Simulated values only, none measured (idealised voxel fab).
process module | voxel trench capacitor
cross-section cut | 265 nm wide | cells 5 nm
A cross-section is a grid of square cells, given in bands from the top down. A band is one or more rows of cells.
Each band's line starts with the height of the band's top and of its bottom, in nm. Then come its materials from left to right, each with its width in nm. One material with "throughout" fills the band from edge to edge. "air" is empty space.
Height 0 is the level under which the wafer as received is all one material. The lowest band goes on downwards, as in "0 down".
A width such as "30 to 40" changes by the same amount from each row of cells to the next, from the band's top row to its bottom row.
"no change" after a step means that no cell of the cross-section changed.
closed voids: empty space of 8 cells or more with no open way to the top, each as width x height at its distance from the left edge, in nm
after a step's settings: what the simulator itself notes on the step
overlay nm, on a step with a mask: how far to the right of its planned place the mask lay; to the left if negative
plan
1 op RECEIVE | material Si
2 op CONFORMAL_DEP | material SiN | thk nm 5
3 op MASKED_ETCH | tone open | mask id TRENCH | width nm 25 | pitch nm 45 | etch materials SiN | depth nm 5 | overlay nm 0
4 op MASKED_ETCH | tone open | mask id TRENCH | width nm 25 | pitch nm 45 | etch materials Si | depth nm 20 | overlay nm 0
5 op CONFORMAL_DEP | material HfO2 | thk nm 5
6 op CONFORMAL_DEP | material TiN | thk nm 5
7 op FILL_DEP | material W | thk nm 5
8 op CMP | height nm 5
varied across the wafers: depth nm of step 4. The plan shows the first wafer's value. All wafers start alike
first wafer as received, after step 1
  0 down: Si throughout
  closed voids: none
first wafer at the end, after step 8
  5 to 0: SiN 75 | HfO2 5 | TiN 5 | W 5 | TiN 5 | HfO2 5 | SiN 20 | HfO2 5 | TiN 5 | W 5 | TiN 5 | HfO2 5 | SiN 20 | HfO2 5 | TiN 5 | W 5 | TiN 5 | HfO2 5 | SiN 75
  0 to -10: Si 75 | HfO2 5 | TiN 5 | W 5 | TiN 5 | HfO2 5 | Si 20 | HfO2 5 | TiN 5 | W 5 | TiN 5 | HfO2 5 | Si 20 | HfO2 5 | TiN 5 | W 5 | TiN 5 | HfO2 5 | Si 75
  -10 to -15: Si 75 | HfO2 5 | TiN 15 | HfO2 5 | Si 20 | HfO2 5 | TiN 15 | HfO2 5 | Si 20 | HfO2 5 | TiN 15 | HfO2 5 | Si 75
  -15 to -20: Si 75 | HfO2 25 | Si 20 | HfO2 25 | Si 20 | HfO2 25 | Si 75
  -20 down: Si throughout
  closed voids: none
last wafer at the end
  5 to 0: SiN 75 | HfO2 5 | TiN 5 | W 5 | TiN 5 | HfO2 5 | SiN 20 | HfO2 5 | TiN 5 | W 5 | TiN 5 | HfO2 5 | SiN 20 | HfO2 5 | TiN 5 | W 5 | TiN 5 | HfO2 5 | SiN 75
  0 to -35: Si 75 | HfO2 5 | TiN 5 | W 5 | TiN 5 | HfO2 5 | Si 20 | HfO2 5 | TiN 5 | W 5 | TiN 5 | HfO2 5 | Si 20 | HfO2 5 | TiN 5 | W 5 | TiN 5 | HfO2 5 | Si 75
  -35 to -40: Si 75 | HfO2 5 | TiN 15 | HfO2 5 | Si 20 | HfO2 5 | TiN 15 | HfO2 5 | Si 20 | HfO2 5 | TiN 15 | HfO2 5 | Si 75
  -40 to -45: Si 75 | HfO2 25 | Si 20 | HfO2 25 | Si 20 | HfO2 25 | Si 75
  -45 down: Si throughout
  closed voids: none
each wafer at the end: cells of each material gained (+) or lost (-) since it was received, then its closed voids
depth nm 20 | +39 HfO2 | -60 Si | +38 SiN | +27 TiN | +9 W | closed voids: none
depth nm 25 | +45 HfO2 | -75 Si | +38 SiN | +33 TiN | +12 W | closed voids: none
depth nm 30 | +51 HfO2 | -90 Si | +38 SiN | +39 TiN | +15 W | closed voids: none
depth nm 35 | +57 HfO2 | -105 Si | +38 SiN | +45 TiN | +18 W | closed voids: none
depth nm 40 | +63 HfO2 | -120 Si | +38 SiN | +51 TiN | +21 W | closed voids: none
depth nm 45 | +69 HfO2 | -135 Si | +38 SiN | +57 TiN | +24 W | closed voids: none
